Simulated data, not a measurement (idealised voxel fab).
You're looking at the process module voxel ribs on slabs.
cross-section cut | 245 nm wide | cells 5 nm
How to read a cross-section here: the picture is a grid of square cells, written as bands going from the top down, and any band can span one or more rows of cells. Per band: top height and bottom height in nm, followed by the left-to-right materials and their widths in nm; "everywhere" marks a single material spanning edge to edge, "air" marks empty space. We count height from 0. Below that, the starting wafer is all one material. The lowest band never ends at the bottom but goes on down; see "0 down" for how that is written. You'd read "30..40" like this: the band's top row of cells is as wide as the first number, its bottom row is as wide as the second, and going down, every row changes width by the same amount as the row before did. Where the words "remains unaltered" appear for a step, the cross-section shows no cell changed by that step; every cell remained as before. The list in "Completely enclosed voids" covers empty spaces of 8 cells or more that cannot reach the top through any open way, and it gives each as width x height at distance; the distance is from the left edge, and width, height and distance are in nm. On a step's line, text after the settings is the simulator commenting on that step. Each step line may optionally specify "overlay nm", which for a step with a mask gives the rightward distance between the mask's planned place and where it lay, a negative value indicating the leftward direction.

Process steps (planned):
1: RECEIVE [material Si]
2: DIRECTIONAL_DEP [material SiO2] [thk nm 20]
3: DIRECTIONAL_DEP [material polySi] [thk nm 25]
4: MASKED_ETCH [tone cover] [mask id RIB] [width nm 30] [etch materials polySi] [depth nm 5] [overlay nm 0]
5: DIRECTIONAL_DEP [material aC] [thk nm 15]
6: PATTERN [tone cover] [mask id SLAB] [material resist] [width nm 70] [thk nm 30] [overlay nm 0]
7: DIRECTIONAL_ETCH [etch materials aC] [depth nm 15]
8: STRIP [etch materials resist]
9: DIRECTIONAL_ETCH [etch materials polySi] [depth nm 20]
10: STRIP [etch materials aC]
11: FILL_DEP [material SiO2] [thk nm 25]
12: CMP [height nm 65]
13: DIRECTIONAL_DEP [material W] [thk nm 10]
14: PATTERN [tone cover] [mask id HEATER] [material resist] [width nm 40] [thk nm 15] [overlay nm 0]
15: DIRECTIONAL_ETCH [etch materials W] [depth nm 10]
16: STRIP [etch materials resist]
17: CONFORMAL_DEP [material SiO2] [thk nm 10]

The first wafer of two, processed as planned:

Cross-section, incoming material, after step 1:
0 down: Si everywhere
Completely enclosed voids: none

Step 2 complete: cross-section through the wafer:
20 to 0: SiO2 everywhere
Heights below 0 show no change.

Step 3 complete: cross-section through the wafer:
45 to 20: polySi everywhere
Heights below 20 show no change.

Step 4 complete: cross-section through the wafer:
45 to 40: air 105 / polySi 30 / air 110
Heights below 40 show no change.

Step 5 complete: cross-section through the wafer:
60 to 55: air 105 / aC 30 / air 110
55 to 45: aC everywhere
45 to 40: aC 105 / polySi 30 / aC 110
Heights below 40 show no change.

Step 6 complete: cross-section through the wafer:
90 to 60: air 85 / resist 70 / air 90
60 to 55: air 85 / resist 20 / aC 30 / resist 20 / air 90
Heights below 55 show no change.

Step 7 complete: cross-section through the wafer:
75 to 60: air 85 / resist 70 / air 90
60 to 55: air 85 / resist 20 / aC 30 / resist 20 / air 90
55 to 45: air 85 / aC 70 / air 90
45 to 40: air 85 / aC 20 / polySi 30 / aC 20 / air 90
Heights below 40 show no change.

Step 8 complete: cross-section through the wafer:
60 to 55: air 105 / aC 30 / air 110
Heights below 55 show no change.

Step 9 complete: cross-section through the wafer:
60 to 55: air 105 / aC 30 / air 110
55 to 45: air 85 / aC 70 / air 90
45 to 40: air 85 / aC 20 / polySi 30 / aC 20 / air 90
40 to 20: air 85 / polySi 70 / air 90
Heights below 20 show no change.

Step 10 complete: cross-section through the wafer:
45 to 40: air 105 / polySi 30 / air 110
Heights below 40 show no change.

Step 11 complete: cross-section through the wafer:
70 to 45: SiO2 everywhere
45 to 40: SiO2 105 / polySi 30 / SiO2 110
40 to 20: SiO2 85 / polySi 70 / SiO2 90
Heights below 20 show no change.

Step 12 complete: cross-section through the wafer:
65 to 45: SiO2 everywhere
Heights below 45 show no change.

Step 13 complete: cross-section through the wafer:
75 to 65: W everywhere
Heights below 65 show no change.

Step 14 complete: cross-section through the wafer:
90 to 75: air 100 / resist 40 / air 105
Heights below 75 show no change.

Step 15 complete: cross-section through the wafer:
90 to 75: air 100 / resist 40 / air 105
75 to 65: air 100 / W 40 / air 105
Heights below 65 show no change.

Step 16 complete: cross-section through the wafer:
75 to 65: air 100 / W 40 / air 105
Heights below 65 show no change.

Step 17 complete: cross-section through the wafer:
85 to 75: air 90 / SiO2 60 / air 95
75 to 65: SiO2 100 / W 40 / SiO2 105
Heights below 65 show no change.

The second wafer was prepared from the same starting point and under the same plan as the first; its processing contained one mistake, and it remains indistinguishable from the first wafer up to and including step 1:

Here is the second wafer in cross-section at the point where step 2 of the plan should have been done:
25 to 0: polySi everywhere
Heights below 0 show no change.

Here is the second wafer in cross-section at the point where step 3 of the plan should have been done:
45 to 25: SiO2 everywhere
Heights below 25 show no change.

Here is the second wafer in cross-section at the point where step 4 of the plan should have been done: remains unaltered

Here is the second wafer in cross-section at the point where step 5 of the plan should have been done:
60 to 45: aC everywhere
Heights below 45 show no change.

Here is the second wafer in cross-section at the point where step 6 of the plan should have been done:
90 to 60: air 85 / resist 70 / air 90
Heights below 60 show no change.

Here is the second wafer in cross-section at the point where step 7 of the plan should have been done:
75 to 60: air 85 / resist 70 / air 90
60 to 45: air 85 / aC 70 / air 90
Heights below 45 show no change.

Here is the second wafer in cross-section at the point where step 8 of the plan should have been done:
60 to 45: air 85 / aC 70 / air 90
Heights below 45 show no change.

Here is the second wafer in cross-section at the point where step 9 of the plan should have been done: remains unaltered

Here is the second wafer in cross-section at the point where step 10 of the plan should have been done:
45 to 25: SiO2 everywhere
Heights below 25 show no change.

Here is the second wafer in cross-section at the point where step 11 of the plan should have been done:
70 to 25: SiO2 everywhere
Heights below 25 show no change.

Here is the second wafer in cross-section at the point where step 12 of the plan should have been done:
65 to 25: SiO2 everywhere
Heights below 25 show no change.

Here is the second wafer in cross-section at the point where step 13 of the plan should have been done:
75 to 65: W everywhere
Heights below 65 show no change.

Here is the second wafer in cross-section at the point where step 14 of the plan should have been done:
90 to 75: air 100 / resist 40 / air 105
Heights below 75 show no change.

Here is the second wafer in cross-section at the point where step 15 of the plan should have been done:
90 to 75: air 100 / resist 40 / air 105
75 to 65: air 100 / W 40 / air 105
Heights below 65 show no change.

Here is the second wafer in cross-section at the point where step 16 of the plan should have been done:
75 to 65: air 100 / W 40 / air 105
Heights below 65 show no change.

Here is the second wafer in cross-section at the point where step 17 of the plan should have been done:
85 to 75: air 90 / SiO2 60 / air 95
75 to 65: SiO2 100 / W 40 / SiO2 105
Heights below 65 show no change.
The mistake made against the process plan was this: the processing plan was not followed for steps 2 and 3, which were run with their positions exchanged
Counted in cells at the end, the second wafer holds more or fewer of these materials than the first: 183 fewer of SiO2; 183 more of polySi
